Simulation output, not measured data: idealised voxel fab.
process module | voxel transistor to metal
cross-section cut | 275 nm wide | cells 5 nm
A cross-section is a grid of square cells, given in bands from the top down. A band is one or more rows of cells.
Each band's line starts with the height of the band's top and of its bottom, in nm. Then come its materials from left to right, each with its width in nm. One material with "throughout" fills the band from edge to edge. "air" is empty space.
Height 0 is the level under which the wafer as received is all one material. The lowest band goes on downwards, as in "0 down".
A width such as "30 to 40" changes by the same amount from each row of cells to the next, from the band's top row to its bottom row.
"no change" after a step means that no cell of the cross-section changed.
closed voids: empty space of 8 cells or more with no open way to the top, each as width x height at its distance from the left edge, in nm
after a step's settings: what the simulator itself notes on the step
overlay nm, on a step with a mask: how far to the right of its planned place the mask lay; to the left if negative
plan
1 op RECEIVE | material Si
2 op CONFORMAL_DEP | material SiO2 | thk nm 5
3 op CONFORMAL_DEP | material SiN | thk nm 10
4 op PATTERN | tone cover | mask id ACTIVE | material resist | width nm 95 | pitch nm 125 | thk nm 15 | overlay nm 0
5 op DIRECTIONAL_ETCH | etch materials SiN | depth nm 10
6 op DIRECTIONAL_ETCH | etch materials SiO2 | depth nm 5
7 op DIRECTIONAL_ETCH | etch materials Si | depth nm 25
8 op STRIP | etch materials resist
9 op OXIDIZE | depth nm 5
10 op FILL_DEP | material SiO2 | thk nm 10
11 op CMP | height nm 15
12 op SELECTIVE_ETCH | etch materials SiO2 | depth nm 10
13 op STRIP | etch materials SiN
14 op SELECTIVE_ETCH | etch materials SiO2 | depth nm 5
15 op OXIDIZE | depth nm 5
16 op DIRECTIONAL_DEP | material polySi | thk nm 30
17 op DIRECTIONAL_DEP | material SiCN | thk nm 10
18 op MASKED_ETCH | tone cover | mask id GATE | width nm 25 | pitch nm 125 | etch materials SiCN | depth nm 20 | overlay nm 0
19 op MASKED_ETCH | tone cover | mask id GATE | width nm 25 | pitch nm 125 | etch materials polySi | depth nm 40 | overlay nm 0
20 op CONFORMAL_DEP | material SiO2 | thk nm 5
21 op DIRECTIONAL_ETCH | etch materials SiO2 | depth nm 5
22 op CONFORMAL_DEP | material SiN | thk nm 5
23 op DIRECTIONAL_ETCH | etch materials SiN | depth nm 5
24 op DIRECTIONAL_ETCH | etch materials SiO2 | depth nm 5
25 op DIRECTIONAL_ETCH | etch materials Si | depth nm 15
26 op EPI | material SiGe | thk nm 20
27 op FILL_DEP | material SiO2 | thk nm 5
28 op CMP | height nm 30
29 op STRIP | etch materials polySi
30 op SELECTIVE_ETCH | etch materials SiO2 | depth nm 5
31 op CONFORMAL_DEP | material HfO2 | thk nm 5
32 op CONFORMAL_DEP | material TiN | thk nm 5
33 op FILL_DEP | material W | thk nm 5
34 op CMP | height nm 25
35 op DIRECTIONAL_DEP | material SiO2 | thk nm 10
36 op PATTERN | tone open | mask id CONTACT | material resist | width nm 20 | thk nm 20 | overlay nm 0
37 op DIRECTIONAL_ETCH | etch materials SiO2 | depth nm 35
38 op STRIP | etch materials resist
39 op CONFORMAL_DEP | material TiN | thk nm 5
40 op FILL_DEP | material Ru | thk nm 10
41 op CMP | height nm 35
42 op DIRECTIONAL_DEP | material TiN | thk nm 5
43 op DIRECTIONAL_DEP | material Ru | thk nm 25
44 op DIRECTIONAL_DEP | material aC | thk nm 10
45 op PATTERN | tone cover | mask id METAL_1 | material resist | width nm 20 | thk nm 30 | overlay nm 0
46 op DIRECTIONAL_ETCH | etch materials aC | depth nm 10
47 op STRIP | etch materials resist
48 op DIRECTIONAL_ETCH | etch materials Ru | depth nm 25
49 op DIRECTIONAL_ETCH | etch materials TiN | depth nm 5
50 op STRIP | etch materials aC
51 op CONFORMAL_DEP | material SiN | thk nm 5
52 op FILL_DEP | material lowk | thk nm 10
53 op CMP | height nm 65
54 op CONFORMAL_DEP | material SiCN | thk nm 5
varied across the wafers: width nm of step 4. The plan shows the first wafer's value. All wafers start alike
first wafer as received, after step 1
  0 down: Si throughout
  closed voids: none
each wafer at the end: cells of each material gained (+) or lost (-) since it was received, then its closed voids
width nm 95 | +34 HfO2 | +104 Ru | -208 Si | +55 SiCN | +116 SiGe | +99 SiN | +297 SiO2 | +94 TiN | +24 W | +155 lowk | closed voids: none
width nm 100 | +34 HfO2 | +104 Ru | -204 Si | +55 SiCN | +124 SiGe | +99 SiN | +285 SiO2 | +94 TiN | +24 W | +155 lowk | closed voids: none
width nm 105 | +34 HfO2 | +104 Ru | -200 Si | +55 SiCN | +132 SiGe | +99 SiN | +273 SiO2 | +94 TiN | +24 W | +155 lowk | closed voids: none
width nm 110 | +34 HfO2 | +104 Ru | -196 Si | +55 SiCN | +140 SiGe | +99 SiN | +261 SiO2 | +94 TiN | +24 W | +155 lowk | closed voids: none
